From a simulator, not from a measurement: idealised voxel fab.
process module | voxel plated lines
cross-section cut | 270 nm wide | cells 5 nm
A cross-section is a grid of square cells, given in bands from the top down. A band is one or more rows of cells.
Each band's line starts with the height of the band's top and of its bottom, in nm. Then come its materials from left to right, each with its width in nm. One material with "throughout" fills the band from edge to edge. "air" is empty space.
Height 0 is the level under which the wafer as received is all one material. The lowest band goes on downwards, as in "0 down".
A width such as "30 to 40" changes by the same amount from each row of cells to the next, from the band's top row to its bottom row.
"no change" after a step means that no cell of the cross-section changed.
closed voids: empty space of 8 cells or more with no open way to the top, each as width x height at its distance from the left edge, in nm
after a step's settings: what the simulator itself notes on the step
overlay nm, on a step with a mask: how far to the right of its planned place the mask lay; to the left if negative
plan
1 op RECEIVE | material Si
2 op CONFORMAL_DEP | material SiO2 | thk nm 15
3 op DIRECTIONAL_DEP | material TiN | thk nm 5
4 op PATTERN | tone open | mask id LINES | material resist | width nm 15 | pitch nm 35 | thk nm 15 | overlay nm 0
5 op EPI | material Ru | thk nm 10
6 op STRIP | etch materials resist
7 op DIRECTIONAL_ETCH | etch materials TiN | depth nm 5
8 op CONFORMAL_DEP | material SiO2 | thk nm 10
as received, after step 1
  0 down: Si throughout
  closed voids: none
a wafer at the end: this start, this plan, one mistake
  30 to 20: air 90 | Ru 15 | air 20 | Ru 15 | air 20 | Ru 15 | air 95
  20 to 15: air 90 | TiN 15 | air 20 | TiN 15 | air 20 | TiN 15 | air 95
  15 to 0: SiO2 throughout
  0 down: Si throughout
  closed voids: none
what went wrong: step 8 was left out
